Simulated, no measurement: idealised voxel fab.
The following is a process module called voxel wiring stack.
The width of the displayed cross-section, cut, is 195 nm; its cells are square, with a size of 5 nm.
The cross-sections in this document take the form of a grid made of square cells. They are written out as bands, in order from top to bottom. Each band consists of one or more rows of cells. Band: top and bottom heights (nm) first, top before bottom; then materials from left to right, widths in nm. "all across" marks a sole material filling the band edge to edge. "empty" denotes empty space. Heights are measured from 0, the level below which the as-received wafer is all one material; the lowest band has no bottom and continues downward, written as in "0 and below". Width "30 to 40": first value at the band's top row of cells, second value at its bottom row, equal change from row to row. "no change occurred" after a step means that no cell of the cross-section changed. The label "Completely sealed voids" introduces a list of the empty spaces, 8 cells or larger, that have no open way up to the top; each entry in it reads width x height at distance, where the distance is taken from the left edge and all three are stated in nm. Whatever follows a step's settings on its line is a remark the simulator itself makes about that step. The setting "overlay nm" may be written on the line of a step. When the step uses a mask, the value reports how far to the right of the planned place the mask lay, and a negative value reports that it lay to the left.

## Planned step list for the process
| 1 | RECEIVE,material Si |
| 2 | CONFORMAL_DEP,material SiO2,thk nm 10 |
| 3 | DIRECTIONAL_DEP,material TiN,thk nm 5 |
| 4 | DIRECTIONAL_DEP,material Ru,thk nm 20 |
| 5 | PATTERN,tone cover,mask id METAL_1,material resist,width nm 30,pitch nm 45,thk nm 15,overlay nm 0 |
| 6 | DIRECTIONAL_ETCH,etch materials Ru,depth nm 20 |
| 7 | DIRECTIONAL_ETCH,etch materials TiN,depth nm 5 |
| 8 | STRIP,etch materials resist |
| 9 | FILL_DEP,material lowk,thk nm 10 |
| 10 | CMP,height nm 35 |
| 11 | CONFORMAL_DEP,material SiCN,thk nm 5 |
| 12 | DIRECTIONAL_DEP,material lowk,thk nm 20 |
| 13 | DIRECTIONAL_DEP,material aC,thk nm 15 |
| 14 | PATTERN,tone open,mask id PLUG_1,material resist,width nm 15,pitch nm 45,thk nm 35,overlay nm 0 |
| 15 | DIRECTIONAL_ETCH,etch materials aC,depth nm 15 |
| 16 | STRIP,etch materials resist |
| 17 | DIRECTIONAL_ETCH,etch materials lowk,depth nm 20 |
| 18 | DIRECTIONAL_ETCH,etch materials SiCN,depth nm 5 |
| 19 | STRIP,etch materials aC |
| 20 | CONFORMAL_DEP,material TiN,thk nm 5 |
| 21 | FILL_DEP,material Ru,thk nm 10 |
| 22 | CMP,height nm 60 |
| 23 | DIRECTIONAL_DEP,material TiN,thk nm 5 |
| 24 | DIRECTIONAL_DEP,material W,thk nm 15 |
| 25 | PATTERN,tone cover,mask id METAL_2,material resist,width nm 30,pitch nm 45,thk nm 15,overlay nm 0 |
| 26 | DIRECTIONAL_ETCH,etch materials W,depth nm 15 |
| 27 | DIRECTIONAL_ETCH,etch materials TiN,depth nm 5 |
| 28 | STRIP,etch materials resist |
| 29 | FILL_DEP,material lowk,thk nm 10 |
| 30 | CMP,height nm 80 |
| 31 | CONFORMAL_DEP,material SiCN,thk nm 5 |
| 32 | DIRECTIONAL_DEP,material SiO2,thk nm 35 |
| 33 | DIRECTIONAL_DEP,material aC,thk nm 10 |
| 34 | PATTERN,tone open,mask id METAL_3,material resist,width nm 30,pitch nm 45,thk nm 30,overlay nm 0 |
| 35 | DIRECTIONAL_ETCH,etch materials aC,depth nm 10 |
| 36 | STRIP,etch materials resist |
| 37 | DIRECTIONAL_ETCH,etch materials SiO2,depth nm 20 |
| 38 | STRIP,etch materials aC |
| 39 | DIRECTIONAL_DEP,material aC,thk nm 15 |
| 40 | PATTERN,tone open,mask id METAL_3_HOLES,material resist,width nm 15,pitch nm 90,thk nm 30,overlay nm 0 |
| 41 | DIRECTIONAL_ETCH,etch materials aC,depth nm 15 |
| 42 | STRIP,etch materials resist |
| 43 | DIRECTIONAL_ETCH,etch materials SiO2,depth nm 15 |
| 44 | DIRECTIONAL_ETCH,etch materials SiCN,depth nm 5 |
| 45 | STRIP,etch materials aC |
| 46 | CONFORMAL_DEP,material TiN,thk nm 5 |
| 47 | FILL_DEP,material Ru,thk nm 5 |
| 48 | CMP,height nm 120 |
| 49 | CONFORMAL_DEP,material SiCN,thk nm 5 |

## What follows covers the first of two wafers; it ran as planned

## Cross-section: wafer on arrival = after step 1
0 and below  Si all across
Completely sealed voids: none

## Upon completion of step 2, the wafer appears in cross-section as shown
10 down to 0  SiO2 all across
Note: structure below 0 unchanged.

## Upon completion of step 3, the wafer appears in cross-section as shown
15 down to 10  TiN all across
Note: structure below 10 unchanged.

## Upon completion of step 4, the wafer appears in cross-section as shown
35 down to 15  Ru all across
Note: structure below 15 unchanged.

## Upon completion of step 5, the wafer appears in cross-section as shown
50 down to 35  empty 15 nm; resist 30 nm; empty 15 nm; resist 30 nm; empty 15 nm; resist 30 nm; empty 15 nm; resist 30 nm; empty 15 nm
Note: structure below 35 unchanged.

## Upon completion of step 6, the wafer appears in cross-section as shown
50 down to 35  empty 15 nm; resist 30 nm; empty 15 nm; resist 30 nm; empty 15 nm; resist 30 nm; empty 15 nm; resist 30 nm; empty 15 nm
35 down to 15  empty 15 nm; Ru 30 nm; empty 15 nm; Ru 30 nm; empty 15 nm; Ru 30 nm; empty 15 nm; Ru 30 nm; empty 15 nm
Note: structure below 15 unchanged.

## Upon completion of step 7, the wafer appears in cross-section as shown
50 down to 35  empty 15 nm; resist 30 nm; empty 15 nm; resist 30 nm; empty 15 nm; resist 30 nm; empty 15 nm; resist 30 nm; empty 15 nm
35 down to 15  empty 15 nm; Ru 30 nm; empty 15 nm; Ru 30 nm; empty 15 nm; Ru 30 nm; empty 15 nm; Ru 30 nm; empty 15 nm
15 down to 10  empty 15 nm; TiN 30 nm; empty 15 nm; TiN 30 nm; empty 15 nm; TiN 30 nm; empty 15 nm; TiN 30 nm; empty 15 nm
Note: structure below 10 unchanged.

## Upon completion of step 8, the wafer appears in cross-section as shown
35 down to 15  empty 15 nm; Ru 30 nm; empty 15 nm; Ru 30 nm; empty 15 nm; Ru 30 nm; empty 15 nm; Ru 30 nm; empty 15 nm
Note: structure below 15 unchanged.

## Upon completion of step 9, the wafer appears in cross-section as shown
45 down to 35  lowk all across
35 down to 15  lowk 15 nm; Ru 30 nm; lowk 15 nm; Ru 30 nm; lowk 15 nm; Ru 30 nm; lowk 15 nm; Ru 30 nm; lowk 15 nm
15 down to 10  lowk 15 nm; TiN 30 nm; lowk 15 nm; TiN 30 nm; lowk 15 nm; TiN 30 nm; lowk 15 nm; TiN 30 nm; lowk 15 nm
Note: structure below 10 unchanged.

## Upon completion of step 10, the wafer appears in cross-section as shown
35 down to 15  lowk 15 nm; Ru 30 nm; lowk 15 nm; Ru 30 nm; lowk 15 nm; Ru 30 nm; lowk 15 nm; Ru 30 nm; lowk 15 nm
Note: structure below 15 unchanged.

## Upon completion of step 11, the wafer appears in cross-section as shown
40 down to 35  SiCN all across
Note: structure below 35 unchanged.

## Upon completion of step 12, the wafer appears in cross-section as shown
60 down to 40  lowk all across
Note: structure below 40 unchanged.

## Upon completion of step 13, the wafer appears in cross-section as shown
75 down to 60  aC all across
Note: structure below 60 unchanged.

## Upon completion of step 14, the wafer appears in cross-section as shown
110 down to 75  resist 15 nm; empty 15 nm; resist 30 nm; empty 15 nm; resist 30 nm; empty 15 nm; resist 30 nm; empty 15 nm; resist 30 nm
Note: structure below 75 unchanged.

## Upon completion of step 15, the wafer appears in cross-section as shown
95 down to 75  resist 15 nm; empty 15 nm; resist 30 nm; empty 15 nm; resist 30 nm; empty 15 nm; resist 30 nm; empty 15 nm; resist 30 nm
75 down to 60  aC 15 nm; empty 15 nm; aC 30 nm; empty 15 nm; aC 30 nm; empty 15 nm; aC 30 nm; empty 15 nm; aC 30 nm
Note: structure below 60 unchanged.

## Upon completion of step 16, the wafer appears in cross-section as shown
75 down to 60  aC 15 nm; empty 15 nm; aC 30 nm; empty 15 nm; aC 30 nm; empty 15 nm; aC 30 nm; empty 15 nm; aC 30 nm
Note: structure below 60 unchanged.

## Upon completion of step 17, the wafer appears in cross-section as shown
75 down to 60  aC 15 nm; empty 15 nm; aC 30 nm; empty 15 nm; aC 30 nm; empty 15 nm; aC 30 nm; empty 15 nm; aC 30 nm
60 down to 40  lowk 15 nm; empty 15 nm; lowk 30 nm; empty 15 nm; lowk 30 nm; empty 15 nm; lowk 30 nm; empty 15 nm; lowk 30 nm
Note: structure below 40 unchanged.

## Upon completion of step 18, the wafer appears in cross-section as shown
75 down to 60  aC 15 nm; empty 15 nm; aC 30 nm; empty 15 nm; aC 30 nm; empty 15 nm; aC 30 nm; empty 15 nm; aC 30 nm
60 down to 40  lowk 15 nm; empty 15 nm; lowk 30 nm; empty 15 nm; lowk 30 nm; empty 15 nm; lowk 30 nm; empty 15 nm; lowk 30 nm
40 down to 35  SiCN 15 nm; empty 15 nm; SiCN 30 nm; empty 15 nm; SiCN 30 nm; empty 15 nm; SiCN 30 nm; empty 15 nm; SiCN 30 nm
Note: structure below 35 unchanged.

## Upon completion of step 19, the wafer appears in cross-section as shown
60 down to 40  lowk 15 nm; empty 15 nm; lowk 30 nm; empty 15 nm; lowk 30 nm; empty 15 nm; lowk 30 nm; empty 15 nm; lowk 30 nm
Note: structure below 40 unchanged.

## Upon completion of step 20, the wafer appears in cross-section as shown
65 down to 60  TiN 20 nm; empty 5 nm; TiN 40 nm; empty 5 nm; TiN 40 nm; empty 5 nm; TiN 40 nm; empty 5 nm; TiN 35 nm
60 down to 40  lowk 15 nm; TiN 5 nm; empty 5 nm; TiN 5 nm; lowk 30 nm; TiN 5 nm; empty 5 nm; TiN 5 nm; lowk 30 nm; TiN 5 nm; empty 5 nm; TiN 5 nm; lowk 30 nm; TiN 5 nm; empty 5 nm; TiN 5 nm; lowk 30 nm
40 down to 35  SiCN 15 nm; TiN 15 nm; SiCN 30 nm; TiN 15 nm; SiCN 30 nm; TiN 15 nm; SiCN 30 nm; TiN 15 nm; SiCN 30 nm
Note: structure below 35 unchanged.

## Upon completion of step 21, the wafer appears in cross-section as shown
75 down to 65  Ru all across
65 down to 60  TiN 20 nm; Ru 5 nm; TiN 40 nm; Ru 5 nm; TiN 40 nm; Ru 5 nm; TiN 40 nm; Ru 5 nm; TiN 35 nm
60 down to 40  lowk 15 nm; TiN 5 nm; Ru 5 nm; TiN 5 nm; lowk 30 nm; TiN 5 nm; Ru 5 nm; TiN 5 nm; lowk 30 nm; TiN 5 nm; Ru 5 nm; TiN 5 nm; lowk 30 nm; TiN 5 nm; Ru 5 nm; TiN 5 nm; lowk 30 nm
Note: structure below 40 unchanged.

## Upon completion of step 22, the wafer appears in cross-section as shown
60 down to 40  lowk 15 nm; TiN 5 nm; Ru 5 nm; TiN 5 nm; lowk 30 nm; TiN 5 nm; Ru 5 nm; TiN 5 nm; lowk 30 nm; TiN 5 nm; Ru 5 nm; TiN 5 nm; lowk 30 nm; TiN 5 nm; Ru 5 nm; TiN 5 nm; lowk 30 nm
Note: structure below 40 unchanged.

## Upon completion of step 23, the wafer appears in cross-section as shown
65 down to 60  TiN all across
Note: structure below 60 unchanged.

## Upon completion of step 24, the wafer appears in cross-section as shown
80 down to 65  W all across
Note: structure below 65 unchanged.

## Upon completion of step 25, the wafer appears in cross-section as shown
95 down to 80  empty 15 nm; resist 30 nm; empty 15 nm; resist 30 nm; empty 15 nm; resist 30 nm; empty 15 nm; resist 30 nm; empty 15 nm
Note: structure below 80 unchanged.

## Upon completion of step 26, the wafer appears in cross-section as shown
95 down to 80  empty 15 nm; resist 30 nm; empty 15 nm; resist 30 nm; empty 15 nm; resist 30 nm; empty 15 nm; resist 30 nm; empty 15 nm
80 down to 65  empty 15 nm; W 30 nm; empty 15 nm; W 30 nm; empty 15 nm; W 30 nm; empty 15 nm; W 30 nm; empty 15 nm
Note: structure below 65 unchanged.

## Upon completion of step 27, the wafer appears in cross-section as shown
95 down to 80  empty 15 nm; resist 30 nm; empty 15 nm; resist 30 nm; empty 15 nm; resist 30 nm; empty 15 nm; resist 30 nm; empty 15 nm
80 down to 65  empty 15 nm; W 30 nm; empty 15 nm; W 30 nm; empty 15 nm; W 30 nm; empty 15 nm; W 30 nm; empty 15 nm
65 down to 60  empty 15 nm; TiN 30 nm; empty 15 nm; TiN 30 nm; empty 15 nm; TiN 30 nm; empty 15 nm; TiN 30 nm; empty 15 nm
Note: structure below 60 unchanged.

## Upon completion of step 28, the wafer appears in cross-section as shown
80 down to 65  empty 15 nm; W 30 nm; empty 15 nm; W 30 nm; empty 15 nm; W 30 nm; empty 15 nm; W 30 nm; empty 15 nm
Note: structure below 65 unchanged.

## Upon completion of step 29, the wafer appears in cross-section as shown
90 down to 80  lowk all across
80 down to 65  lowk 15 nm; W 30 nm; lowk 15 nm; W 30 nm; lowk 15 nm; W 30 nm; lowk 15 nm; W 30 nm; lowk 15 nm
65 down to 60  lowk 15 nm; TiN 30 nm; lowk 15 nm; TiN 30 nm; lowk 15 nm; TiN 30 nm; lowk 15 nm; TiN 30 nm; lowk 15 nm
Note: structure below 60 unchanged.

## Upon completion of step 30, the wafer appears in cross-section as shown
80 down to 65  lowk 15 nm; W 30 nm; lowk 15 nm; W 30 nm; lowk 15 nm; W 30 nm; lowk 15 nm; W 30 nm; lowk 15 nm
Note: structure below 65 unchanged.

## Upon completion of step 31, the wafer appears in cross-section as shown
85 down to 80  SiCN all across
Note: structure below 80 unchanged.

## Upon completion of step 32, the wafer appears in cross-section as shown
120 down to 85  SiO2 all across
Note: structure below 85 unchanged.

## Upon completion of step 33, the wafer appears in cross-section as shown
130 down to 120  aC all across
Note: structure below 120 unchanged.

## Upon completion of step 34, the wafer appears in cross-section as shown
160 down to 130  resist 15 nm; empty 30 nm; resist 15 nm; empty 30 nm; resist 15 nm; empty 30 nm; resist 15 nm; empty 30 nm; resist 15 nm
Note: structure below 130 unchanged.

## Upon completion of step 35, the wafer appears in cross-section as shown
150 down to 130  resist 15 nm; empty 30 nm; resist 15 nm; empty 30 nm; resist 15 nm; empty 30 nm; resist 15 nm; empty 30 nm; resist 15 nm
130 down to 120  aC 15 nm; empty 30 nm; aC 15 nm; empty 30 nm; aC 15 nm; empty 30 nm; aC 15 nm; empty 30 nm; aC 15 nm
Note: structure below 120 unchanged.

## Upon completion of step 36, the wafer appears in cross-section as shown
130 down to 120  aC 15 nm; empty 30 nm; aC 15 nm; empty 30 nm; aC 15 nm; empty 30 nm; aC 15 nm; empty 30 nm; aC 15 nm
Note: structure below 120 unchanged.

## Upon completion of step 37, the wafer appears in cross-section as shown
130 down to 120  aC 15 nm; empty 30 nm; aC 15 nm; empty 30 nm; aC 15 nm; empty 30 nm; aC 15 nm; empty 30 nm; aC 15 nm
120 down to 100  SiO2 15 nm; empty 30 nm; SiO2 15 nm; empty 30 nm; SiO2 15 nm; empty 30 nm; SiO2 15 nm; empty 30 nm; SiO2 15 nm
Note: structure below 100 unchanged.

## Upon completion of step 38, the wafer appears in cross-section as shown
120 down to 100  SiO2 15 nm; empty 30 nm; SiO2 15 nm; empty 30 nm; SiO2 15 nm; empty 30 nm; SiO2 15 nm; empty 30 nm; SiO2 15 nm
Note: structure below 100 unchanged.

## Upon completion of step 39, the wafer appears in cross-section as shown
135 down to 120  aC 15 nm; empty 30 nm; aC 15 nm; empty 30 nm; aC 15 nm; empty 30 nm; aC 15 nm; empty 30 nm; aC 15 nm
120 down to 115  SiO2 15 nm; empty 30 nm; SiO2 15 nm; empty 30 nm; SiO2 15 nm; empty 30 nm; SiO2 15 nm; empty 30 nm; SiO2 15 nm
115 down to 100  SiO2 15 nm; aC 30 nm; SiO2 15 nm; aC 30 nm; SiO2 15 nm; aC 30 nm; SiO2 15 nm; aC 30 nm; SiO2 15 nm
Note: structure below 100 unchanged.

## Upon completion of step 40, the wafer appears in cross-section as shown
165 down to 135  resist 15 nm; empty 15 nm; resist 75 nm; empty 15 nm; resist 75 nm
135 down to 120  aC 15 nm; empty 15 nm; resist 15 nm; aC 15 nm; resist 30 nm; aC 15 nm; empty 15 nm; resist 15 nm; aC 15 nm; resist 30 nm; aC 15 nm
120 down to 115  SiO2 15 nm; empty 15 nm; resist 15 nm; SiO2 15 nm; resist 30 nm; SiO2 15 nm; empty 15 nm; resist 15 nm; SiO2 15 nm; resist 30 nm; SiO2 15 nm
Note: structure below 115 unchanged.

## Upon completion of step 41, the wafer appears in cross-section as shown
150 down to 135  resist 15 nm; empty 15 nm; resist 75 nm; empty 15 nm; resist 75 nm
135 down to 120  aC 15 nm; empty 15 nm; resist 15 nm; aC 15 nm; resist 30 nm; aC 15 nm; empty 15 nm; resist 15 nm; aC 15 nm; resist 30 nm; aC 15 nm
120 down to 115  SiO2 15 nm; empty 15 nm; resist 15 nm; SiO2 15 nm; resist 30 nm; SiO2 15 nm; empty 15 nm; resist 15 nm; SiO2 15 nm; resist 30 nm; SiO2 15 nm
115 down to 100  SiO2 15 nm; empty 15 nm; aC 15 nm; SiO2 15 nm; aC 30 nm; SiO2 15 nm; empty 15 nm; aC 15 nm; SiO2 15 nm; aC 30 nm; SiO2 15 nm
Note: structure below 100 unchanged.

## Upon completion of step 42, the wafer appears in cross-section as shown
135 down to 120  aC 15 nm; empty 30 nm; aC 15 nm; empty 30 nm; aC 15 nm; empty 30 nm; aC 15 nm; empty 30 nm; aC 15 nm
120 down to 115  SiO2 15 nm; empty 30 nm; SiO2 15 nm; empty 30 nm; SiO2 15 nm; empty 30 nm; SiO2 15 nm; empty 30 nm; SiO2 15 nm
Note: structure below 115 unchanged.

## Upon completion of step 43, the wafer appears in cross-section as shown
135 down to 120  aC 15 nm; empty 30 nm; aC 15 nm; empty 30 nm; aC 15 nm; empty 30 nm; aC 15 nm; empty 30 nm; aC 15 nm
120 down to 115  SiO2 15 nm; empty 30 nm; SiO2 15 nm; empty 30 nm; SiO2 15 nm; empty 30 nm; SiO2 15 nm; empty 30 nm; SiO2 15 nm
115 down to 100  SiO2 15 nm; empty 15 nm; aC 15 nm; SiO2 15 nm; aC 30 nm; SiO2 15 nm; empty 15 nm; aC 15 nm; SiO2 15 nm; aC 30 nm; SiO2 15 nm
100 down to 85  SiO2 15 nm; empty 15 nm; SiO2 75 nm; empty 15 nm; SiO2 75 nm
Note: structure below 85 unchanged.

## Upon completion of step 44, the wafer appears in cross-section as shown
135 down to 120  aC 15 nm; empty 30 nm; aC 15 nm; empty 30 nm; aC 15 nm; empty 30 nm; aC 15 nm; empty 30 nm; aC 15 nm
120 down to 115  SiO2 15 nm; empty 30 nm; SiO2 15 nm; empty 30 nm; SiO2 15 nm; empty 30 nm; SiO2 15 nm; empty 30 nm; SiO2 15 nm
115 down to 100  SiO2 15 nm; empty 15 nm; aC 15 nm; SiO2 15 nm; aC 30 nm; SiO2 15 nm; empty 15 nm; aC 15 nm; SiO2 15 nm; aC 30 nm; SiO2 15 nm
100 down to 85  SiO2 15 nm; empty 15 nm; SiO2 75 nm; empty 15 nm; SiO2 75 nm
85 down to 80  SiCN 15 nm; empty 15 nm; SiCN 75 nm; empty 15 nm; SiCN 75 nm
Note: structure below 80 unchanged.

## Upon completion of step 45, the wafer appears in cross-section as shown
120 down to 100  SiO2 15 nm; empty 30 nm; SiO2 15 nm; empty 30 nm; SiO2 15 nm; empty 30 nm; SiO2 15 nm; empty 30 nm; SiO2 15 nm
Note: structure below 100 unchanged.

## Upon completion of step 46, the wafer appears in cross-section as shown
125 down to 120  TiN 20 nm; empty 20 nm; TiN 25 nm; empty 20 nm; TiN 25 nm; empty 20 nm; TiN 25 nm; empty 20 nm; TiN 20 nm
120 down to 105  SiO2 15 nm; TiN 5 nm; empty 20 nm; TiN 5 nm; SiO2 15 nm; TiN 5 nm; empty 20 nm; TiN 5 nm; SiO2 15 nm; TiN 5 nm; empty 20 nm; TiN 5 nm; SiO2 15 nm; TiN 5 nm; empty 20 nm; TiN 5 nm; SiO2 15 nm
105 down to 100  SiO2 15 nm; TiN 5 nm; empty 5 nm; TiN 20 nm; SiO2 15 nm; TiN 30 nm; SiO2 15 nm; TiN 5 nm; empty 5 nm; TiN 20 nm; SiO2 15 nm; TiN 30 nm; SiO2 15 nm
100 down to 85  SiO2 15 nm; TiN 5 nm; empty 5 nm; TiN 5 nm; SiO2 75 nm; TiN 5 nm; empty 5 nm; TiN 5 nm; SiO2 75 nm
85 down to 80  SiCN 15 nm; TiN 15 nm; SiCN 75 nm; TiN 15 nm; SiCN 75 nm
Note: structure below 80 unchanged.

## Upon completion of step 47, the wafer appears in cross-section as shown
130 down to 125  Ru all across
125 down to 120  TiN 20 nm; Ru 20 nm; TiN 25 nm; Ru 20 nm; TiN 25 nm; Ru 20 nm; TiN 25 nm; Ru 20 nm; TiN 20 nm
120 down to 105  SiO2 15 nm; TiN 5 nm; Ru 20 nm; TiN 5 nm; SiO2 15 nm; TiN 5 nm; Ru 20 nm; TiN 5 nm; SiO2 15 nm; TiN 5 nm; Ru 20 nm; TiN 5 nm; SiO2 15 nm; TiN 5 nm; Ru 20 nm; TiN 5 nm; SiO2 15 nm
105 down to 100  SiO2 15 nm; TiN 5 nm; Ru 5 nm; TiN 20 nm; SiO2 15 nm; TiN 30 nm; SiO2 15 nm; TiN 5 nm; Ru 5 nm; TiN 20 nm; SiO2 15 nm; TiN 30 nm; SiO2 15 nm
100 down to 85  SiO2 15 nm; TiN 5 nm; Ru 5 nm; TiN 5 nm; SiO2 75 nm; TiN 5 nm; Ru 5 nm; TiN 5 nm; SiO2 75 nm
Note: structure below 85 unchanged.

## Upon completion of step 48, the wafer appears in cross-section as shown
120 down to 105  SiO2 15 nm; TiN 5 nm; Ru 20 nm; TiN 5 nm; SiO2 15 nm; TiN 5 nm; Ru 20 nm; TiN 5 nm; SiO2 15 nm; TiN 5 nm; Ru 20 nm; TiN 5 nm; SiO2 15 nm; TiN 5 nm; Ru 20 nm; TiN 5 nm; SiO2 15 nm
Note: structure below 105 unchanged.

## Upon completion of step 49, the wafer appears in cross-section as shown
125 down to 120  SiCN all across
Note: structure below 120 unchanged.

## It is to be noted that the second wafer proceeded from the same initial state and according to the same plan as the first, although one mistake was committed in its execution; through step 36, inclusive, the two wafers share an identical history

## Here is the second wafer in cross-section at the point where step 37 of the plan should have been done
130 down to 120  aC 15 nm; empty 30 nm; aC 15 nm; empty 30 nm; aC 15 nm; empty 30 nm; aC 15 nm; empty 30 nm; aC 15 nm
120 down to 85  SiO2 15 nm; empty 30 nm; SiO2 15 nm; empty 30 nm; SiO2 15 nm; empty 30 nm; SiO2 15 nm; empty 30 nm; SiO2 15 nm
Note: structure below 85 unchanged.

## Here is the second wafer in cross-section at the point where step 38 of the plan should have been done
120 down to 85  SiO2 15 nm; empty 30 nm; SiO2 15 nm; empty 30 nm; SiO2 15 nm; empty 30 nm; SiO2 15 nm; empty 30 nm; SiO2 15 nm
Note: structure below 85 unchanged.

## Here is the second wafer in cross-section at the point where step 39 of the plan should have been done
135 down to 120  aC 15 nm; empty 30 nm; aC 15 nm; empty 30 nm; aC 15 nm; empty 30 nm; aC 15 nm; empty 30 nm; aC 15 nm
120 down to 100  SiO2 15 nm; empty 30 nm; SiO2 15 nm; empty 30 nm; SiO2 15 nm; empty 30 nm; SiO2 15 nm; empty 30 nm; SiO2 15 nm
100 down to 85  SiO2 15 nm; aC 30 nm; SiO2 15 nm; aC 30 nm; SiO2 15 nm; aC 30 nm; SiO2 15 nm; aC 30 nm; SiO2 15 nm
Note: structure below 85 unchanged.

## Here is the second wafer in cross-section at the point where step 40 of the plan should have been done
165 down to 135  resist 15 nm; empty 15 nm; resist 75 nm; empty 15 nm; resist 75 nm
135 down to 120  aC 15 nm; empty 15 nm; resist 15 nm; aC 15 nm; resist 30 nm; aC 15 nm; empty 15 nm; resist 15 nm; aC 15 nm; resist 30 nm; aC 15 nm
120 down to 100  SiO2 15 nm; empty 15 nm; resist 15 nm; SiO2 15 nm; resist 30 nm; SiO2 15 nm; empty 15 nm; resist 15 nm; SiO2 15 nm; resist 30 nm; SiO2 15 nm
Note: structure below 100 unchanged.

## Here is the second wafer in cross-section at the point where step 41 of the plan should have been done
150 down to 135  resist 15 nm; empty 15 nm; resist 75 nm; empty 15 nm; resist 75 nm
135 down to 120  aC 15 nm; empty 15 nm; resist 15 nm; aC 15 nm; resist 30 nm; aC 15 nm; empty 15 nm; resist 15 nm; aC 15 nm; resist 30 nm; aC 15 nm
120 down to 100  SiO2 15 nm; empty 15 nm; resist 15 nm; SiO2 15 nm; resist 30 nm; SiO2 15 nm; empty 15 nm; resist 15 nm; SiO2 15 nm; resist 30 nm; SiO2 15 nm
100 down to 85  SiO2 15 nm; empty 15 nm; aC 15 nm; SiO2 15 nm; aC 30 nm; SiO2 15 nm; empty 15 nm; aC 15 nm; SiO2 15 nm; aC 30 nm; SiO2 15 nm
Note: structure below 85 unchanged.

## Here is the second wafer in cross-section at the point where step 42 of the plan should have been done
135 down to 120  aC 15 nm; empty 30 nm; aC 15 nm; empty 30 nm; aC 15 nm; empty 30 nm; aC 15 nm; empty 30 nm; aC 15 nm
120 down to 100  SiO2 15 nm; empty 30 nm; SiO2 15 nm; empty 30 nm; SiO2 15 nm; empty 30 nm; SiO2 15 nm; empty 30 nm; SiO2 15 nm
Note: structure below 100 unchanged.

Here is the second wafer in cross-section at the point where step 43 of the plan should have been done: no change occurred

## Here is the second wafer in cross-section at the point where step 44 of the plan should have been done
135 down to 120  aC 15 nm; empty 30 nm; aC 15 nm; empty 30 nm; aC 15 nm; empty 30 nm; aC 15 nm; empty 30 nm; aC 15 nm
120 down to 100  SiO2 15 nm; empty 30 nm; SiO2 15 nm; empty 30 nm; SiO2 15 nm; empty 30 nm; SiO2 15 nm; empty 30 nm; SiO2 15 nm
100 down to 85  SiO2 15 nm; empty 15 nm; aC 15 nm; SiO2 15 nm; aC 30 nm; SiO2 15 nm; empty 15 nm; aC 15 nm; SiO2 15 nm; aC 30 nm; SiO2 15 nm
85 down to 80  SiCN 15 nm; empty 15 nm; SiCN 75 nm; empty 15 nm; SiCN 75 nm
Note: structure below 80 unchanged.

## Here is the second wafer in cross-section at the point where step 45 of the plan should have been done
120 down to 85  SiO2 15 nm; empty 30 nm; SiO2 15 nm; empty 30 nm; SiO2 15 nm; empty 30 nm; SiO2 15 nm; empty 30 nm; SiO2 15 nm
Note: structure below 85 unchanged.

## Here is the second wafer in cross-section at the point where step 46 of the plan should have been done
125 down to 120  TiN 20 nm; empty 20 nm; TiN 25 nm; empty 20 nm; TiN 25 nm; empty 20 nm; TiN 25 nm; empty 20 nm; TiN 20 nm
120 down to 90  SiO2 15 nm; TiN 5 nm; empty 20 nm; TiN 5 nm; SiO2 15 nm; TiN 5 nm; empty 20 nm; TiN 5 nm; SiO2 15 nm; TiN 5 nm; empty 20 nm; TiN 5 nm; SiO2 15 nm; TiN 5 nm; empty 20 nm; TiN 5 nm; SiO2 15 nm
90 down to 85  SiO2 15 nm; TiN 5 nm; empty 5 nm; TiN 20 nm; SiO2 15 nm; TiN 30 nm; SiO2 15 nm; TiN 5 nm; empty 5 nm; TiN 20 nm; SiO2 15 nm; TiN 30 nm; SiO2 15 nm
85 down to 80  SiCN 15 nm; TiN 15 nm; SiCN 75 nm; TiN 15 nm; SiCN 75 nm
Note: structure below 80 unchanged.

## Here is the second wafer in cross-section at the point where step 47 of the plan should have been done
130 down to 125  Ru all across
125 down to 120  TiN 20 nm; Ru 20 nm; TiN 25 nm; Ru 20 nm; TiN 25 nm; Ru 20 nm; TiN 25 nm; Ru 20 nm; TiN 20 nm
120 down to 90  SiO2 15 nm; TiN 5 nm; Ru 20 nm; TiN 5 nm; SiO2 15 nm; TiN 5 nm; Ru 20 nm; TiN 5 nm; SiO2 15 nm; TiN 5 nm; Ru 20 nm; TiN 5 nm; SiO2 15 nm; TiN 5 nm; Ru 20 nm; TiN 5 nm; SiO2 15 nm
90 down to 85  SiO2 15 nm; TiN 5 nm; Ru 5 nm; TiN 20 nm; SiO2 15 nm; TiN 30 nm; SiO2 15 nm; TiN 5 nm; Ru 5 nm; TiN 20 nm; SiO2 15 nm; TiN 30 nm; SiO2 15 nm
Note: structure below 85 unchanged.

## Here is the second wafer in cross-section at the point where step 48 of the plan should have been done
120 down to 90  SiO2 15 nm; TiN 5 nm; Ru 20 nm; TiN 5 nm; SiO2 15 nm; TiN 5 nm; Ru 20 nm; TiN 5 nm; SiO2 15 nm; TiN 5 nm; Ru 20 nm; TiN 5 nm; SiO2 15 nm; TiN 5 nm; Ru 20 nm; TiN 5 nm; SiO2 15 nm
Note: structure below 90 unchanged.

## Here is the second wafer in cross-section at the point where step 49 of the plan should have been done
125 down to 120  SiCN all across
Note: structure below 120 unchanged.
So what did we get wrong on this run? the plan's step 37 ran twice
At the finish, the second wafer shows more or fewer cells for some materials than the first does: +42 Ru; -54 SiO2; +12 TiN
